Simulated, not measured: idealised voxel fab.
Module name: voxel ribs on slabs (process module)
Square cell edge 5 nm, section width 295 nm, ID cut.
For the purposes of this document, a cross-section shall be understood as a grid of square cells, specified as bands listed in top-to-bottom order, each band consisting of one or more rows of cells. Each band's line starts with the height of the band's top and of its bottom, in nm. Then come its materials from left to right, each with its width in nm. One material with "everywhere" fills the band from edge to edge. "empty" is empty space. All heights in this document are referenced to 0, defined as the level beneath which the wafer, as received, consists entirely of one material. The lowest band is not bounded below; it extends indefinitely downward and is written in the form "from 0 down". A width given as "30->40" starts at the first number in the band's top row and ends at the second number in its bottom row, shifting by an equal amount at every step from row to row. "remains unaltered" (step): cross-section cells unchanged, all of them. "Entrapped void list" lists enclosed empty spaces (at least 8 cells, no open path upward to the top), each as width x height at distance from the left edge, in nm. It should be noted that, on the line of a given step, the content following the step's settings is a remark produced by the simulator itself with respect to that step. "overlay nm", when on a step's line for a step with a mask, measures how far to the right of its planned place the mask lay; a negative measure means to the left.

### Intended process steps
1,RECEIVE [material Si]
2,DIRECTIONAL_DEP [material SiO2] [thk nm 20]
3,DIRECTIONAL_DEP [material polySi] [thk nm 15]
4,PATTERN [tone cover] [mask id RIB] [material resist] [width nm 30] [thk nm 15] [overlay nm 0]
5,DIRECTIONAL_ETCH [etch materials polySi] [depth nm 5]
6,STRIP [etch materials resist]
7,MASKED_ETCH [tone cover] [mask id SLAB] [width nm 60] [etch materials polySi] [depth nm 10] [overlay nm 0]
8,FILL_DEP [material SiO2] [thk nm 20]
9,CMP [height nm 55]
10,DIRECTIONAL_DEP [material TiN] [thk nm 5]
11,MASKED_ETCH [tone cover] [mask id HEATER] [width nm 40] [etch materials TiN] [depth nm 5] [overlay nm 0]
12,CONFORMAL_DEP [material SiN] [thk nm 5]
Variable across wafers: step 2 thk nm (plan value is that of the first wafer; starting state common to all).

### Cross-section: the first of several wafers in its as-received state, i.e. following step 1
* from 0 down = Si everywhere
* Entrapped void list: none

### End of module, by wafer: material-by-material cell gain (+) or loss (-) since receipt, then closed voids
thk nm 20 | +61 SiN | +619 SiO2 | +8 TiN | +30 polySi | Entrapped void list: none
thk nm 25 | +61 SiN | +619 SiO2 | +8 TiN | +30 polySi | Entrapped void list: none
thk nm 30 | +61 SiN | +619 SiO2 | +8 TiN | +30 polySi | Entrapped void list: none
thk nm 35 | +61 SiN | +619 SiO2 | +8 TiN | +30 polySi | Entrapped void list: none
thk nm 40 | +61 SiN | +619 SiO2 | +8 TiN | +30 polySi | Entrapped void list: none
